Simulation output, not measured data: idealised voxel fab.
voxel capacitor over wiring: a process module
Cross-section cut spans 215 nm and uses square cells 5 nm in size.
If you're reading a cross-section in this doc, picture square cells in a grid; it comes to you as bands, top ones listed first down to the bottom, and a band can be one or more rows of cells. In this notation a band is specified by the heights of its top and bottom, in that order and in nm, after which its materials appear from left to right, each paired with its width in nm. The word "full width" attached to a single material means that material fills the band from edge to edge; the word "blank" stands for empty space. Height datum 0, below which the as-received substrate wafer is one material. Lowest band open at the bottom, running downward: "0..down". It should be noted that a width expressed as "30->40" varies in equal increments from row to row of cells within the band, taking the value of the first number at the top row and that of the second number at the bottom row. Given "nothing different" for a step, no cell of the cross-section differs between before and after that step. Each empty space that has no open way to the top and spans at least 8 cells appears under "Trapped void list" as width x height at distance, the distance counted from the left edge, all in nm. If you see something after the settings on a step's line, that's the simulator's own remark about that step. overlay nm: for a step with a mask, the amount by which the mask lay right of where it was planned; a negative amount means left of it.

### Steps in the process plan
- 1: RECEIVE [material Si]
- 2: CONFORMAL_DEP [material SiO2] [thk nm 15]
- 3: DIRECTIONAL_DEP [material TiN] [thk nm 5]
- 4: DIRECTIONAL_DEP [material W] [thk nm 15]
- 5: DIRECTIONAL_DEP [material aC] [thk nm 15]
- 6: PATTERN [tone cover] [mask id METAL_1] [material resist] [width nm 20] [pitch nm 70] [thk nm 35] [overlay nm 0]
- 7: DIRECTIONAL_ETCH [etch materials aC] [depth nm 15]
- 8: STRIP [etch materials resist]
- 9: DIRECTIONAL_ETCH [etch materials W] [depth nm 15]
- 10: DIRECTIONAL_ETCH [etch materials TiN] [depth nm 5]
- 11: STRIP [etch materials aC]
- 12: CONFORMAL_DEP [material SiN] [thk nm 5]
- 13: FILL_DEP [material lowk] [thk nm 10]
- 14: CMP [height nm 35]
- 15: CONFORMAL_DEP [material SiCN] [thk nm 5]
- 16: DIRECTIONAL_DEP [material lowk] [thk nm 20]
- 17: MASKED_ETCH [tone open] [mask id PLUG_1] [width nm 15] [etch materials lowk] [depth nm 20] [overlay nm 0]
- 18: MASKED_ETCH [tone open] [mask id PLUG_1] [width nm 15] [etch materials SiCN] [depth nm 5] [overlay nm 0]
- 19: CONFORMAL_DEP [material TiN] [thk nm 5]
- 20: FILL_DEP [material Cu] [thk nm 10]
- 21: CMP [height nm 60]
- 22: DIRECTIONAL_DEP [material TiN] [thk nm 10]
- 23: DIRECTIONAL_DEP [material HfO2] [thk nm 5]
- 24: DIRECTIONAL_DEP [material TiN] [thk nm 10]
- 25: PATTERN [tone cover] [mask id UPPER_PLATE] [material resist] [width nm 55] [thk nm 15] [overlay nm 0]
- 26: DIRECTIONAL_ETCH [etch materials TiN] [depth nm 10]
- 27: DIRECTIONAL_ETCH [etch materials HfO2] [depth nm 5]
- 28: STRIP [etch materials resist]
- 29: PATTERN [tone cover] [mask id LOWER_PLATE] [material resist] [width nm 65] [thk nm 20] [overlay nm 0]
- 30: DIRECTIONAL_ETCH [etch materials TiN] [depth nm 5]
- 31: STRIP [etch materials resist]
- 32: FILL_DEP [material SiO2] [thk nm 20]
- 33: CMP [height nm 100]
- 34: MASKED_ETCH [tone open] [mask id PLUG_2] [width nm 15] [etch materials SiO2] [depth nm 15] [overlay nm 0]
- 35: CONFORMAL_DEP [material TiN] [thk nm 5]
- 36: FILL_DEP [material Cu] [thk nm 10]
- 37: CMP [height nm 100]
- 38: CONFORMAL_DEP [material SiN] [thk nm 5]
Across this set of wafers, the varied parameter is the depth nm of step 30. Starting conditions are identical for every wafer, and the plan reports the value assigned to the first wafer.

### First of several wafers (as received, post step 1), cross-sectional view
- 0..down = Si full width
- Trapped void list: none

### At the end of the module, after its last step, step 38, the first of several wafers appears in cross-section as follows
- 105..100 = SiN full width
- 100..90 = SiO2 75 | TiN 5 | Cu 5 | TiN 5 | SiO2 125
- 90..85 = SiO2 75 | TiN 15 | SiO2 125
- 85..75 = SiO2 65 | TiN 55 | SiO2 95
- 75..70 = SiO2 65 | HfO2 55 | SiO2 95
- 70..65 = SiO2 60 | TiN 65 | SiO2 90
- 65..60 = TiN full width
- 60..40 = lowk 65 | TiN 5 | Cu 5 | TiN 5 | lowk 135
- 40..35 = SiCN 65 | TiN 15 | SiCN 135
- 35..20 = lowk 55 | SiN 5 | W 20 | SiN 5 | lowk 40 | SiN 5 | W 20 | SiN 5 | lowk 60
- 20..15 = SiN 60 | TiN 20 | SiN 50 | TiN 20 | SiN 65
- 15..0 = SiO2 full width
- 0..down = Si full width
- Trapped void list: none

### Cross-section, module end, final of several wafers
- 105..100 = SiN full width
- 100..90 = SiO2 75 | TiN 5 | Cu 5 | TiN 5 | SiO2 125
- 90..85 = SiO2 75 | TiN 15 | SiO2 125
- 85..75 = SiO2 65 | TiN 55 | SiO2 95
- 75..70 = SiO2 65 | HfO2 55 | SiO2 95
- 70..60 = SiO2 60 | TiN 65 | SiO2 90
- 60..40 = lowk 65 | TiN 5 | Cu 5 | TiN 5 | lowk 135
- 40..35 = SiCN 65 | TiN 15 | SiCN 135
- 35..20 = lowk 55 | SiN 5 | W 20 | SiN 5 | lowk 40 | SiN 5 | W 20 | SiN 5 | lowk 60
- 20..15 = SiN 60 | TiN 20 | SiN 50 | TiN 20 | SiN 65
- 15..0 = SiO2 full width
- 0..down = Si full width
- Trapped void list: none

### Below is a per-wafer table. In it, each row describes the wafer at the end of the module by giving, for each material, the number of cells gained (+) or lost (-) since the wafer was received, and after that the closed voids of the wafer
depth nm 5; +6 Cu; +11 HfO2; +40 SiCN; +90 SiN; +375 SiO2; +104 TiN; +24 W; +253 lowk; Trapped void list: none
depth nm 10; +6 Cu; +11 HfO2; +40 SiCN; +90 SiN; +405 SiO2; +74 TiN; +24 W; +253 lowk; Trapped void list: none
depth nm 15; +6 Cu; +11 HfO2; +40 SiCN; +90 SiN; +405 SiO2; +74 TiN; +24 W; +253 lowk; Trapped void list: none
depth nm 20; +6 Cu; +11 HfO2; +40 SiCN; +90 SiN; +405 SiO2; +74 TiN; +24 W; +253 lowk; Trapped void list: none
depth nm 25; +6 Cu; +11 HfO2; +40 SiCN; +90 SiN; +405 SiO2; +74 TiN; +24 W; +253 lowk; Trapped void list: none
